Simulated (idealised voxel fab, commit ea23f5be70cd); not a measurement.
process module | voxel wiring stack
cross-section cut | 225 nm wide | cells 5 nm
A cross-section is a grid of square cells, given in bands from the top down. A band is one or more rows of cells.
Each band's line starts with the height of the band's top and of its bottom, in nm. Then come its materials from left to right, each with its width in nm. One material with "throughout" fills the band from edge to edge. "air" is empty space.
Height 0 is the level under which the wafer as received is all one material. The lowest band goes on downwards, as in "0 down".
A width such as "30 to 40" changes by the same amount from each row of cells to the next, from the band's top row to its bottom row.
"no change" after a step means that no cell of the cross-section changed.
closed voids: empty space of 8 cells or more with no open way to the top, each as width x height at its distance from the left edge, in nm
after a step's settings: what the simulator itself notes on the step
overlay nm, on a step with a mask: how far to the right of its planned place the mask lay; to the left if negative
plan
1 op RECEIVE | material Si
2 op CONFORMAL_DEP | material SiO2 | thk nm 10
3 op DIRECTIONAL_DEP | material TiN | thk nm 5
4 op DIRECTIONAL_DEP | material W | thk nm 20
5 op DIRECTIONAL_DEP | material aC | thk nm 15
6 op PATTERN | tone cover | mask id METAL_1 | material resist | width nm 30 | pitch nm 55 | thk nm 30 | overlay nm 0
7 op DIRECTIONAL_ETCH | etch materials aC | depth nm 15
8 op STRIP | etch materials resist
9 op DIRECTIONAL_ETCH | etch materials W | depth nm 20
10 op DIRECTIONAL_ETCH | etch materials TiN | depth nm 5
11 op STRIP | etch materials aC
12 op CONFORMAL_DEP | material SiCN | thk nm 5
13 op FILL_DEP | material lowk | thk nm 5
14 op CMP | height nm 35
15 op CONFORMAL_DEP | material SiCN | thk nm 5
16 op DIRECTIONAL_DEP | material SiO2 | thk nm 35
17 op DIRECTIONAL_DEP | material aC | thk nm 15
18 op PATTERN | tone open | mask id METAL_2 | material resist | width nm 30 | pitch nm 55 | thk nm 35 | overlay nm 0
19 op DIRECTIONAL_ETCH | etch materials aC | depth nm 15
20 op STRIP | etch materials resist
21 op DIRECTIONAL_ETCH | etch materials SiO2 | depth nm 20
22 op STRIP | etch materials aC
23 op DIRECTIONAL_DEP | material aC | thk nm 15
24 op PATTERN | tone open | mask id METAL_2_HOLES | material resist | width nm 15 | pitch nm 55 | thk nm 35 | overlay nm 0
25 op DIRECTIONAL_ETCH | etch materials aC | depth nm 15
26 op STRIP | etch materials resist
27 op DIRECTIONAL_ETCH | etch materials SiO2 | depth nm 15
28 op DIRECTIONAL_ETCH | etch materials SiCN | depth nm 5
29 op STRIP | etch materials aC
30 op CONFORMAL_DEP | material TiN | thk nm 5
31 op FILL_DEP | material Ru | thk nm 10
32 op CMP | height nm 75
33 op CONFORMAL_DEP | material SiCN | thk nm 5
34 op DIRECTIONAL_DEP | material lowk | thk nm 10
35 op DIRECTIONAL_DEP | material aC | thk nm 10
36 op PATTERN | tone open | mask id PLUG_2 | material resist | width nm 15 | pitch nm 55 | thk nm 30 | overlay nm 0
37 op DIRECTIONAL_ETCH | etch materials aC | depth nm 10
38 op STRIP | etch materials resist
39 op DIRECTIONAL_ETCH | etch materials lowk | depth nm 10
40 op DIRECTIONAL_ETCH | etch materials SiCN | depth nm 5
41 op STRIP | etch materials aC
42 op CONFORMAL_DEP | material TiN | thk nm 5
43 op FILL_DEP | material W | thk nm 10
44 op CMP | height nm 90
45 op DIRECTIONAL_DEP | material TiN | thk nm 5
46 op DIRECTIONAL_DEP | material Ru | thk nm 25
47 op DIRECTIONAL_DEP | material aC | thk nm 10
48 op PATTERN | tone cover | mask id METAL_3 | material resist | width nm 30 | pitch nm 55 | thk nm 25 | overlay nm 0
49 op DIRECTIONAL_ETCH | etch materials aC | depth nm 10
50 op STRIP | etch materials resist
51 op DIRECTIONAL_ETCH | etch materials Ru | depth nm 25
52 op DIRECTIONAL_ETCH | etch materials TiN | depth nm 5
53 op STRIP | etch materials aC
54 op CONFORMAL_DEP | material SiCN | thk nm 5
55 op FILL_DEP | material lowk | thk nm 10
56 op CMP | height nm 120
57 op CONFORMAL_DEP | material SiN | thk nm 5
first wafer, as planned
as received, after step 1
  0 down: Si throughout
  closed voids: none
after step 2
  10 to 0: SiO2 throughout
  below 0: unchanged
after step 3
  15 to 10: TiN throughout
  below 10: unchanged
after step 4
  35 to 15: W throughout
  below 15: unchanged
after step 5
  50 to 35: aC throughout
  below 35: unchanged
after step 6
  80 to 50: air 15 | resist 30 | air 25 | resist 30 | air 25 | resist 30 | air 25 | resist 30 | air 15
  below 50: unchanged
after step 7
  65 to 50: air 15 | resist 30 | air 25 | resist 30 | air 25 | resist 30 | air 25 | resist 30 | air 15
  50 to 35: air 15 | aC 30 | air 25 | aC 30 | air 25 | aC 30 | air 25 | aC 30 | air 15
  below 35: unchanged
after step 8
  50 to 35: air 15 | aC 30 | air 25 | aC 30 | air 25 | aC 30 | air 25 | aC 30 | air 15
  below 35: unchanged
after step 9
  50 to 35: air 15 | aC 30 | air 25 | aC 30 | air 25 | aC 30 | air 25 | aC 30 | air 15
  35 to 15: air 15 | W 30 | air 25 | W 30 | air 25 | W 30 | air 25 | W 30 | air 15
  below 15: unchanged
after step 10
  50 to 35: air 15 | aC 30 | air 25 | aC 30 | air 25 | aC 30 | air 25 | aC 30 | air 15
  35 to 15: air 15 | W 30 | air 25 | W 30 | air 25 | W 30 | air 25 | W 30 | air 15
  15 to 10: air 15 | TiN 30 | air 25 | TiN 30 | air 25 | TiN 30 | air 25 | TiN 30 | air 15
  below 10: unchanged
after step 11
  35 to 15: air 15 | W 30 | air 25 | W 30 | air 25 | W 30 | air 25 | W 30 | air 15
  below 15: unchanged
after step 12
  40 to 35: air 10 | SiCN 40 | air 15 | SiCN 40 | air 15 | SiCN 40 | air 15 | SiCN 40 | air 10
  35 to 15: air 10 | SiCN 5 | W 30 | SiCN 5 | air 15 | SiCN 5 | W 30 | SiCN 5 | air 15 | SiCN 5 | W 30 | SiCN 5 | air 15 | SiCN 5 | W 30 | SiCN 5 | air 10
  15 to 10: SiCN 15 | TiN 30 | SiCN 25 | TiN 30 | SiCN 25 | TiN 30 | SiCN 25 | TiN 30 | SiCN 15
  below 10: unchanged
after step 13
  45 to 40: lowk throughout
  40 to 35: lowk 10 | SiCN 40 | lowk 15 | SiCN 40 | lowk 15 | SiCN 40 | lowk 15 | SiCN 40 | lowk 10
  35 to 15: lowk 10 | SiCN 5 | W 30 | SiCN 5 | lowk 15 | SiCN 5 | W 30 | SiCN 5 | lowk 15 | SiCN 5 | W 30 | SiCN 5 | lowk 15 | SiCN 5 | W 30 | SiCN 5 | lowk 10
  below 15: unchanged
after step 14
  35 to 15: lowk 10 | SiCN 5 | W 30 | SiCN 5 | lowk 15 | SiCN 5 | W 30 | SiCN 5 | lowk 15 | SiCN 5 | W 30 | SiCN 5 | lowk 15 | SiCN 5 | W 30 | SiCN 5 | lowk 10
  below 15: unchanged
after step 15
  40 to 35: SiCN throughout
  below 35: unchanged
after step 16
  75 to 40: SiO2 throughout
  below 40: unchanged
after step 17
  90 to 75: aC throughout
  below 75: unchanged
after step 18
  125 to 90: resist 15 | air 30 | resist 25 | air 30 | resist 25 | air 30 | resist 25 | air 30 | resist 15
  below 90: unchanged
after step 19
  110 to 90: resist 15 | air 30 | resist 25 | air 30 | resist 25 | air 30 | resist 25 | air 30 | resist 15
  90 to 75: aC 15 | air 30 | aC 25 | air 30 | aC 25 | air 30 | aC 25 | air 30 | aC 15
  below 75: unchanged
after step 20
  90 to 75: aC 15 | air 30 | aC 25 | air 30 | aC 25 | air 30 | aC 25 | air 30 | aC 15
  below 75: unchanged
after step 21
  90 to 75: aC 15 | air 30 | aC 25 | air 30 | aC 25 | air 30 | aC 25 | air 30 | aC 15
  75 to 55: SiO2 15 | air 30 | SiO2 25 | air 30 | SiO2 25 | air 30 | SiO2 25 | air 30 | SiO2 15
  below 55: unchanged
after step 22
  75 to 55: SiO2 15 | air 30 | SiO2 25 | air 30 | SiO2 25 | air 30 | SiO2 25 | air 30 | SiO2 15
  below 55: unchanged
after step 23
  90 to 75: aC 15 | air 30 | aC 25 | air 30 | aC 25 | air 30 | aC 25 | air 30 | aC 15
  75 to 70: SiO2 15 | air 30 | SiO2 25 | air 30 | SiO2 25 | air 30 | SiO2 25 | air 30 | SiO2 15
  70 to 55: SiO2 15 | aC 30 | SiO2 25 | aC 30 | SiO2 25 | aC 30 | SiO2 25 | aC 30 | SiO2 15
  below 55: unchanged
after step 24
  125 to 90: resist 15 | air 15 | resist 40 | air 15 | resist 40 | air 15 | resist 40 | air 15 | resist 30
  90 to 75: aC 15 | air 15 | resist 15 | aC 25 | air 15 | resist 15 | aC 25 | air 15 | resist 15 | aC 25 | air 15 | resist 15 | aC 15
  75 to 70: SiO2 15 | air 15 | resist 15 | SiO2 25 | air 15 | resist 15 | SiO2 25 | air 15 | resist 15 | SiO2 25 | air 15 | resist 15 | SiO2 15
  below 70: unchanged
after step 25
  110 to 90: resist 15 | air 15 | resist 40 | air 15 | resist 40 | air 15 | resist 40 | air 15 | resist 30
  90 to 75: aC 15 | air 15 | resist 15 | aC 25 | air 15 | resist 15 | aC 25 | air 15 | resist 15 | aC 25 | air 15 | resist 15 | aC 15
  75 to 70: SiO2 15 | air 15 | resist 15 | SiO2 25 | air 15 | resist 15 | SiO2 25 | air 15 | resist 15 | SiO2 25 | air 15 | resist 15 | SiO2 15
  70 to 55: SiO2 15 | air 15 | aC 15 | SiO2 25 | air 15 | aC 15 | SiO2 25 | air 15 | aC 15 | SiO2 25 | air 15 | aC 15 | SiO2 15
  below 55: unchanged
after step 26
  90 to 75: aC 15 | air 30 | aC 25 | air 30 | aC 25 | air 30 | aC 25 | air 30 | aC 15
  75 to 70: SiO2 15 | air 30 | SiO2 25 | air 30 | SiO2 25 | air 30 | SiO2 25 | air 30 | SiO2 15
  below 70: unchanged
after step 27
  90 to 75: aC 15 | air 30 | aC 25 | air 30 | aC 25 | air 30 | aC 25 | air 30 | aC 15
  75 to 70: SiO2 15 | air 30 | SiO2 25 | air 30 | SiO2 25 | air 30 | SiO2 25 | air 30 | SiO2 15
  70 to 55: SiO2 15 | air 15 | aC 15 | SiO2 25 | air 15 | aC 15 | SiO2 25 | air 15 | aC 15 | SiO2 25 | air 15 | aC 15 | SiO2 15
  55 to 40: SiO2 15 | air 15 | SiO2 40 | air 15 | SiO2 40 | air 15 | SiO2 40 | air 15 | SiO2 30
  below 40: unchanged
after step 28
  90 to 75: aC 15 | air 30 | aC 25 | air 30 | aC 25 | air 30 | aC 25 | air 30 | aC 15
  75 to 70: SiO2 15 | air 30 | SiO2 25 | air 30 | SiO2 25 | air 30 | SiO2 25 | air 30 | SiO2 15
  70 to 55: SiO2 15 | air 15 | aC 15 | SiO2 25 | air 15 | aC 15 | SiO2 25 | air 15 | aC 15 | SiO2 25 | air 15 | aC 15 | SiO2 15
  55 to 40: SiO2 15 | air 15 | SiO2 40 | air 15 | SiO2 40 | air 15 | SiO2 40 | air 15 | SiO2 30
  40 to 35: SiCN 15 | air 15 | SiCN 40 | air 15 | SiCN 40 | air 15 | SiCN 40 | air 15 | SiCN 30
  below 35: unchanged
after step 29
  75 to 55: SiO2 15 | air 30 | SiO2 25 | air 30 | SiO2 25 | air 30 | SiO2 25 | air 30 | SiO2 15
  below 55: unchanged
after step 30
  80 to 75: TiN 20 | air 20 | TiN 35 | air 20 | TiN 35 | air 20 | TiN 35 | air 20 | TiN 20
  75 to 60: SiO2 15 | TiN 5 | air 20 | TiN 5 | SiO2 25 | TiN 5 | air 20 | TiN 5 | SiO2 25 | TiN 5 | air 20 | TiN 5 | SiO2 25 | TiN 5 | air 20 | TiN 5 | SiO2 15
  60 to 55: SiO2 15 | TiN 5 | air 5 | TiN 20 | SiO2 25 | TiN 5 | air 5 | TiN 20 | SiO2 25 | TiN 5 | air 5 | TiN 20 | SiO2 25 | TiN 5 | air 5 | TiN 20 | SiO2 15
  55 to 40: SiO2 15 | TiN 5 | air 5 | TiN 5 | SiO2 40 | TiN 5 | air 5 | TiN 5 | SiO2 40 | TiN 5 | air 5 | TiN 5 | SiO2 40 | TiN 5 | air 5 | TiN 5 | SiO2 30
  40 to 35: SiCN 15 | TiN 15 | SiCN 40 | TiN 15 | SiCN 40 | TiN 15 | SiCN 40 | TiN 15 | SiCN 30
  below 35: unchanged
after step 31
  90 to 80: Ru throughout
  80 to 75: TiN 20 | Ru 20 | TiN 35 | Ru 20 | TiN 35 | Ru 20 | TiN 35 | Ru 20 | TiN 20
  75 to 60: SiO2 15 | TiN 5 | Ru 20 | TiN 5 | SiO2 25 | TiN 5 | Ru 20 | TiN 5 | SiO2 25 | TiN 5 | Ru 20 | TiN 5 | SiO2 25 | TiN 5 | Ru 20 | TiN 5 | SiO2 15
  60 to 55: SiO2 15 | TiN 5 | Ru 5 | TiN 20 | SiO2 25 | TiN 5 | Ru 5 | TiN 20 | SiO2 25 | TiN 5 | Ru 5 | TiN 20 | SiO2 25 | TiN 5 | Ru 5 | TiN 20 | SiO2 15
  55 to 40: SiO2 15 | TiN 5 | Ru 5 | TiN 5 | SiO2 40 | TiN 5 | Ru 5 | TiN 5 | SiO2 40 | TiN 5 | Ru 5 | TiN 5 | SiO2 40 | TiN 5 | Ru 5 | TiN 5 | SiO2 30
  below 40: unchanged
after step 32
  75 to 60: SiO2 15 | TiN 5 | Ru 20 | TiN 5 | SiO2 25 | TiN 5 | Ru 20 | TiN 5 | SiO2 25 | TiN 5 | Ru 20 | TiN 5 | SiO2 25 | TiN 5 | Ru 20 | TiN 5 | SiO2 15
  below 60: unchanged
after step 33
  80 to 75: SiCN throughout
  below 75: unchanged
after step 34
  90 to 80: lowk throughout
  below 80: unchanged
after step 35
  100 to 90: aC throughout
  below 90: unchanged
after step 36
  130 to 100: resist 15 | air 15 | resist 40 | air 15 | resist 40 | air 15 | resist 40 | air 15 | resist 30
  below 100: unchanged
after step 37
  120 to 100: resist 15 | air 15 | resist 40 | air 15 | resist 40 | air 15 | resist 40 | air 15 | resist 30
  100 to 90: aC 15 | air 15 | aC 40 | air 15 | aC 40 | air 15 | aC 40 | air 15 | aC 30
  below 90: unchanged
after step 38
  100 to 90: aC 15 | air 15 | aC 40 | air 15 | aC 40 | air 15 | aC 40 | air 15 | aC 30
  below 90: unchanged
after step 39
  100 to 90: aC 15 | air 15 | aC 40 | air 15 | aC 40 | air 15 | aC 40 | air 15 | aC 30
  90 to 80: lowk 15 | air 15 | lowk 40 | air 15 | lowk 40 | air 15 | lowk 40 | air 15 | lowk 30
  below 80: unchanged
after step 40
  100 to 90: aC 15 | air 15 | aC 40 | air 15 | aC 40 | air 15 | aC 40 | air 15 | aC 30
  90 to 80: lowk 15 | air 15 | lowk 40 | air 15 | lowk 40 | air 15 | lowk 40 | air 15 | lowk 30
  80 to 75: SiCN 15 | air 15 | SiCN 40 | air 15 | SiCN 40 | air 15 | SiCN 40 | air 15 | SiCN 30
  below 75: unchanged
after step 41
  90 to 80: lowk 15 | air 15 | lowk 40 | air 15 | lowk 40 | air 15 | lowk 40 | air 15 | lowk 30
  below 80: unchanged
after step 42
  95 to 90: TiN 20 | air 5 | TiN 50 | air 5 | TiN 50 | air 5 | TiN 50 | air 5 | TiN 35
  90 to 80: lowk 15 | TiN 5 | air 5 | TiN 5 | lowk 40 | TiN 5 | air 5 | TiN 5 | lowk 40 | TiN 5 | air 5 | TiN 5 | lowk 40 | TiN 5 | air 5 | TiN 5 | lowk 30
  80 to 75: SiCN 15 | TiN 15 | SiCN 40 | TiN 15 | SiCN 40 | TiN 15 | SiCN 40 | TiN 15 | SiCN 30
  below 75: unchanged
after step 43
  105 to 95: W throughout
  95 to 90: TiN 20 | W 5 | TiN 50 | W 5 | TiN 50 | W 5 | TiN 50 | W 5 | TiN 35
  90 to 80: lowk 15 | TiN 5 | W 5 | TiN 5 | lowk 40 | TiN 5 | W 5 | TiN 5 | lowk 40 | TiN 5 | W 5 | TiN 5 | lowk 40 | TiN 5 | W 5 | TiN 5 | lowk 30
  below 80: unchanged
after step 44
  90 to 80: lowk 15 | TiN 5 | W 5 | TiN 5 | lowk 40 | TiN 5 | W 5 | TiN 5 | lowk 40 | TiN 5 | W 5 | TiN 5 | lowk 40 | TiN 5 | W 5 | TiN 5 | lowk 30
  below 80: unchanged
after step 45
  95 to 90: TiN throughout
  below 90: unchanged
after step 46
  120 to 95: Ru throughout
  below 95: unchanged
after step 47
  130 to 120: aC throughout
  below 120: unchanged
after step 48
  155 to 130: air 15 | resist 30 | air 25 | resist 30 | air 25 | resist 30 | air 25 | resist 30 | air 15
  below 130: unchanged
after step 49
  145 to 130: air 15 | resist 30 | air 25 | resist 30 | air 25 | resist 30 | air 25 | resist 30 | air 15
  130 to 120: air 15 | aC 30 | air 25 | aC 30 | air 25 | aC 30 | air 25 | aC 30 | air 15
  below 120: unchanged
after step 50
  130 to 120: air 15 | aC 30 | air 25 | aC 30 | air 25 | aC 30 | air 25 | aC 30 | air 15
  below 120: unchanged
after step 51
  130 to 120: air 15 | aC 30 | air 25 | aC 30 | air 25 | aC 30 | air 25 | aC 30 | air 15
  120 to 95: air 15 | Ru 30 | air 25 | Ru 30 | air 25 | Ru 30 | air 25 | Ru 30 | air 15
  below 95: unchanged
after step 52
  130 to 120: air 15 | aC 30 | air 25 | aC 30 | air 25 | aC 30 | air 25 | aC 30 | air 15
  120 to 95: air 15 | Ru 30 | air 25 | Ru 30 | air 25 | Ru 30 | air 25 | Ru 30 | air 15
  95 to 90: air 15 | TiN 30 | air 25 | TiN 30 | air 25 | TiN 30 | air 25 | TiN 30 | air 15
  below 90: unchanged
after step 53
  120 to 95: air 15 | Ru 30 | air 25 | Ru 30 | air 25 | Ru 30 | air 25 | Ru 30 | air 15
  below 95: unchanged
after step 54
  125 to 120: air 10 | SiCN 40 | air 15 | SiCN 40 | air 15 | SiCN 40 | air 15 | SiCN 40 | air 10
  120 to 95: air 10 | SiCN 5 | Ru 30 | SiCN 5 | air 15 | SiCN 5 | Ru 30 | SiCN 5 | air 15 | SiCN 5 | Ru 30 | SiCN 5 | air 15 | SiCN 5 | Ru 30 | SiCN 5 | air 10
  95 to 90: SiCN 15 | TiN 30 | SiCN 25 | TiN 30 | SiCN 25 | TiN 30 | SiCN 25 | TiN 30 | SiCN 15
  below 90: unchanged
after step 55
  135 to 125: lowk throughout
  125 to 120: lowk 10 | SiCN 40 | lowk 15 | SiCN 40 | lowk 15 | SiCN 40 | lowk 15 | SiCN 40 | lowk 10
  120 to 95: lowk 10 | SiCN 5 | Ru 30 | SiCN 5 | lowk 15 | SiCN 5 | Ru 30 | SiCN 5 | lowk 15 | SiCN 5 | Ru 30 | SiCN 5 | lowk 15 | SiCN 5 | Ru 30 | SiCN 5 | lowk 10
  below 95: unchanged
after step 56
  120 to 95: lowk 10 | SiCN 5 | Ru 30 | SiCN 5 | lowk 15 | SiCN 5 | Ru 30 | SiCN 5 | lowk 15 | SiCN 5 | Ru 30 | SiCN 5 | lowk 15 | SiCN 5 | Ru 30 | SiCN 5 | lowk 10
  below 95: unchanged
after step 57
  125 to 120: SiN throughout
  below 120: unchanged
second wafer: like start, like plan, one mistake. Through step 31 it matches the first wafer
when step 32 should have ended: no change
when step 33 should have ended
  95 to 90: SiCN throughout
  below 90: unchanged
when step 34 should have ended
  105 to 95: lowk throughout
  below 95: unchanged
when step 35 should have ended
  115 to 105: aC throughout
  below 105: unchanged
when step 36 should have ended
  145 to 115: resist 15 | air 15 | resist 40 | air 15 | resist 40 | air 15 | resist 40 | air 15 | resist 30
  below 115: unchanged
when step 37 should have ended
  135 to 115: resist 15 | air 15 | resist 40 | air 15 | resist 40 | air 15 | resist 40 | air 15 | resist 30
  115 to 105: aC 15 | air 15 | aC 40 | air 15 | aC 40 | air 15 | aC 40 | air 15 | aC 30
  below 105: unchanged
when step 38 should have ended
  115 to 105: aC 15 | air 15 | aC 40 | air 15 | aC 40 | air 15 | aC 40 | air 15 | aC 30
  below 105: unchanged
when step 39 should have ended
  115 to 105: aC 15 | air 15 | aC 40 | air 15 | aC 40 | air 15 | aC 40 | air 15 | aC 30
  105 to 95: lowk 15 | air 15 | lowk 40 | air 15 | lowk 40 | air 15 | lowk 40 | air 15 | lowk 30
  below 95: unchanged
when step 40 should have ended
  115 to 105: aC 15 | air 15 | aC 40 | air 15 | aC 40 | air 15 | aC 40 | air 15 | aC 30
  105 to 95: lowk 15 | air 15 | lowk 40 | air 15 | lowk 40 | air 15 | lowk 40 | air 15 | lowk 30
  95 to 90: SiCN 15 | air 15 | SiCN 40 | air 15 | SiCN 40 | air 15 | SiCN 40 | air 15 | SiCN 30
  below 90: unchanged
when step 41 should have ended
  105 to 95: lowk 15 | air 15 | lowk 40 | air 15 | lowk 40 | air 15 | lowk 40 | air 15 | lowk 30
  below 95: unchanged
when step 42 should have ended
  110 to 105: TiN 20 | air 5 | TiN 50 | air 5 | TiN 50 | air 5 | TiN 50 | air 5 | TiN 35
  105 to 95: lowk 15 | TiN 5 | air 5 | TiN 5 | lowk 40 | TiN 5 | air 5 | TiN 5 | lowk 40 | TiN 5 | air 5 | TiN 5 | lowk 40 | TiN 5 | air 5 | TiN 5 | lowk 30
  95 to 90: SiCN 15 | TiN 15 | SiCN 40 | TiN 15 | SiCN 40 | TiN 15 | SiCN 40 | TiN 15 | SiCN 30
  below 90: unchanged
when step 43 should have ended
  120 to 110: W throughout
  110 to 105: TiN 20 | W 5 | TiN 50 | W 5 | TiN 50 | W 5 | TiN 50 | W 5 | TiN 35
  105 to 95: lowk 15 | TiN 5 | W 5 | TiN 5 | lowk 40 | TiN 5 | W 5 | TiN 5 | lowk 40 | TiN 5 | W 5 | TiN 5 | lowk 40 | TiN 5 | W 5 | TiN 5 | lowk 30
  below 95: unchanged
when step 44 should have ended
  90 to 80: Ru throughout
  below 80: unchanged
when step 45 should have ended
  95 to 90: TiN throughout
  below 90: unchanged
when step 46 should have ended
  120 to 95: Ru throughout
  below 95: unchanged
when step 47 should have ended
  130 to 120: aC throughout
  below 120: unchanged
when step 48 should have ended
  155 to 130: air 15 | resist 30 | air 25 | resist 30 | air 25 | resist 30 | air 25 | resist 30 | air 15
  below 130: unchanged
when step 49 should have ended
  145 to 130: air 15 | resist 30 | air 25 | resist 30 | air 25 | resist 30 | air 25 | resist 30 | air 15
  130 to 120: air 15 | aC 30 | air 25 | aC 30 | air 25 | aC 30 | air 25 | aC 30 | air 15
  below 120: unchanged
when step 50 should have ended
  130 to 120: air 15 | aC 30 | air 25 | aC 30 | air 25 | aC 30 | air 25 | aC 30 | air 15
  below 120: unchanged
when step 51 should have ended
  130 to 120: air 15 | aC 30 | air 25 | aC 30 | air 25 | aC 30 | air 25 | aC 30 | air 15
  120 to 95: air 15 | Ru 30 | air 25 | Ru 30 | air 25 | Ru 30 | air 25 | Ru 30 | air 15
  below 95: unchanged
when step 52 should have ended
  130 to 120: air 15 | aC 30 | air 25 | aC 30 | air 25 | aC 30 | air 25 | aC 30 | air 15
  120 to 95: air 15 | Ru 30 | air 25 | Ru 30 | air 25 | Ru 30 | air 25 | Ru 30 | air 15
  95 to 90: air 15 | TiN 30 | air 25 | TiN 30 | air 25 | TiN 30 | air 25 | TiN 30 | air 15
  below 90: unchanged
when step 53 should have ended
  120 to 95: air 15 | Ru 30 | air 25 | Ru 30 | air 25 | Ru 30 | air 25 | Ru 30 | air 15
  below 95: unchanged
when step 54 should have ended
  125 to 120: air 10 | SiCN 40 | air 15 | SiCN 40 | air 15 | SiCN 40 | air 15 | SiCN 40 | air 10
  120 to 95: air 10 | SiCN 5 | Ru 30 | SiCN 5 | air 15 | SiCN 5 | Ru 30 | SiCN 5 | air 15 | SiCN 5 | Ru 30 | SiCN 5 | air 15 | SiCN 5 | Ru 30 | SiCN 5 | air 10
  95 to 90: SiCN 15 | TiN 30 | SiCN 25 | TiN 30 | SiCN 25 | TiN 30 | SiCN 25 | TiN 30 | SiCN 15
  below 90: unchanged
when step 55 should have ended
  135 to 125: lowk throughout
  125 to 120: lowk 10 | SiCN 40 | lowk 15 | SiCN 40 | lowk 15 | SiCN 40 | lowk 15 | SiCN 40 | lowk 10
  120 to 95: lowk 10 | SiCN 5 | Ru 30 | SiCN 5 | lowk 15 | SiCN 5 | Ru 30 | SiCN 5 | lowk 15 | SiCN 5 | Ru 30 | SiCN 5 | lowk 15 | SiCN 5 | Ru 30 | SiCN 5 | lowk 10
  below 95: unchanged
when step 56 should have ended
  120 to 95: lowk 10 | SiCN 5 | Ru 30 | SiCN 5 | lowk 15 | SiCN 5 | Ru 30 | SiCN 5 | lowk 15 | SiCN 5 | Ru 30 | SiCN 5 | lowk 15 | SiCN 5 | Ru 30 | SiCN 5 | lowk 10
  below 95: unchanged
when step 57 should have ended
  125 to 120: SiN throughout
  below 120: unchanged
what went wrong: step 32 was left out
at the end the second wafer has, in cells: 106 more of Ru | 33 fewer of SiCN | 1 more of TiN | 8 fewer of W | 66 fewer of lowk
